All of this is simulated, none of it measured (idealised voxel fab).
Documented hereafter: the process module known as voxel self aligned contacts.
270 nm wide, 5 nm square cells: that's cross-section cut.
A cross-section is a grid of square cells, given in bands from the top down. A band is one or more rows of cells. Heights first: top, then bottom, in nm. Then materials, left to right, each with a width in nm. "all across" on a single material: fills the band edge to edge. "air": empty space. Heights are reckoned from 0. Under this level, the received wafer is all of one material. The bottommost band is open-ended downward, for example "0 and below". When a width is written as two numbers, as in "30->40", the first number is the width in the top row of cells of the band and the second is the width in its bottom row, and the width changes by the same amount from each row to the next. Basically "all unchanged" means that step didn't change any cell in the cross-section. This entry, "Closed internal voids", enumerates those empty regions of no fewer than 8 cells that possess no open connection to the top. Each region is reported in the form width x height at distance, the distance being taken from the left edge, with all three quantities expressed in nm. On a step's line, text after the settings is the simulator commenting on that step. overlay nm: where the mask lay relative to plan, measured to the right, on steps with a mask; negatives go left.
Below is the list of planned process steps
1,RECEIVE with material Si
2,OXIDIZE with depth nm 5
3,DIRECTIONAL_DEP with material polySi, thk nm 20
4,DIRECTIONAL_DEP with material SiN, thk nm 25
5,PATTERN with tone cover, mask id GATE, material resist, width nm 35, pitch nm 75, thk nm 15, overlay nm 0
6,DIRECTIONAL_ETCH with etch materials SiN, depth nm 25
7,DIRECTIONAL_ETCH with etch materials polySi, depth nm 20
8,STRIP with etch materials resist
9,CONFORMAL_DEP with material SiN, thk nm 10
10,DIRECTIONAL_ETCH with etch materials SiN, depth nm 10
11,FILL_DEP with material SiO2, thk nm 20
12,CMP with height nm 55
13,MASKED_ETCH with tone open, mask id CONTACT, width nm 50, etch materials SiO2, depth nm 60, overlay nm 0
14,CONFORMAL_DEP with material TiN, thk nm 5
15,FILL_DEP with material Ru, thk nm 5
16,CMP with height nm 55
17,CONFORMAL_DEP with material SiCN, thk nm 5
So this is the incoming wafer in cross-section - it's already been through step 1
- 0 and below | Si all across
- Closed internal voids: none
Cross-sectional image of the first of two wafers at the end of the module, the run having proceeded as planned
- 60 down to 55 | SiCN all across
- 55 down to 45 | SiO2 110 nm  TiN 5->20 nm  Ru 40->10 nm  TiN 5->20 nm  SiO2 110 nm
- 45 down to 20 | SiO2 70 nm  SiN 55 nm  TiN 5 nm  Ru 10 nm  TiN 5 nm  SiN 55 nm  SiO2 70 nm
- 20 down to 0 | SiO2 70 nm  SiN 10 nm  polySi 35 nm  SiN 10 nm  TiN 5 nm  Ru 10 nm  TiN 5 nm  SiN 10 nm  polySi 35 nm  SiN 10 nm  SiO2 70 nm
- 0 down to -5 | SiO2 125 nm  TiN 20 nm  SiO2 125 nm
- -5 and below | Si all across
- Closed internal voids: none
Cross-section of the latter of the two wafers at module completion. It had an identical start and an identical plan to the former; in running it, one mistake was made
- 60 down to 55 | SiCN all across
- 55 down to 40 | SiO2 70 nm  SiN 55 nm  TiN 5 nm  Ru 10 nm  TiN 5 nm  SiN 55 nm  SiO2 70 nm
- 40 down to 25 | SiO2 70 nm  SiN 10 nm  polySi 35 nm  SiN 10 nm  TiN 5 nm  Ru 10 nm  TiN 5 nm  SiN 10 nm  polySi 35 nm  SiN 10 nm  SiO2 70 nm
- 25 down to 20 | SiO2 70 nm  SiN 10 nm  polySi 35 nm  SiN 10 nm  TiN 20 nm  SiN 10 nm  polySi 35 nm  SiN 10 nm  SiO2 70 nm
- 20 down to 0 | polySi all across
- 0 down to -5 | SiO2 all across
- -5 and below | Si all across
- Closed internal voids: none
Here's what went sideways: twice over, step 3 of the plan was run
Heads up, by the end the second wafer has more or fewer cells of some materials compared to the first: Ru: 16 fewer; SiN: 44 fewer; SiO2: 140 fewer; TiN: 16 fewer; polySi: 216 more
